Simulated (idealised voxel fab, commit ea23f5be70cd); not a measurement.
The process module presented herein is designated voxel double patterning.
In the cross-section labelled cut, the width is 210 nm and each square cell is 5 nm.
Heads up, the way a cross-section reads in here is a grid of square cells, handed over as bands from the top down, with every band being one or more rows of cells. Top, bottom (nm), then materials left to right with widths (nm); lone material tagged "everywhere" fills the whole band edge to edge; "blank" = empty space. Height datum 0, below which the as-received substrate wafer is one material. Lowest band open at the bottom, running downward: "from 0 down". Think of "30..40" as a width that walks from the first number to the second as you go down the band, top row to bottom row, taking equal-sized steps from row to row. A step reported as "nothing different" is a step in which no cell of the cross-section changed. What "Voids, sealed" gives you is every empty space of 8 cells or more that is cut off from the top. Each appears as width x height at distance, with the distance taken from the left edge and width, height and distance all in nm. Where a step's line continues beyond its settings, the continuation is a remark by the simulator itself on that step. overlay nm: for a step with a mask, the amount by which the mask lay right of where it was planned; a negative amount means left of it.
The following list gives the planned process steps
1. RECEIVE with material Si
2. CONFORMAL_DEP with material SiN, thk nm 10
3. DIRECTIONAL_DEP with material SiO2, thk nm 10
4. DIRECTIONAL_DEP with material SiCN, thk nm 10
5. MASKED_ETCH with tone open, mask id FIRST, width nm 15, pitch nm 50, etch materials SiCN, depth nm 10, overlay nm 0
6. MASKED_ETCH with tone open, mask id SECOND, width nm 15, pitch nm 50, etch materials SiCN, depth nm 10, overlay nm 0
7. DIRECTIONAL_ETCH with etch materials SiO2, depth nm 10
8. STRIP with etch materials SiCN
Step 1 complete: cross-section of the wafer as received
* from 0 down | Si everywhere
* Voids, sealed: none
Wafer cross-section at end of module: start and plan as shown above, one execution error
* from 20 to 10 | SiN everywhere
* from 10 to 0 | SiO2 everywhere
* from 0 down | Si everywhere
* Voids, sealed: none
Want to know what went wrong? mixed up steps 2 and 3 - ran each in the other's place
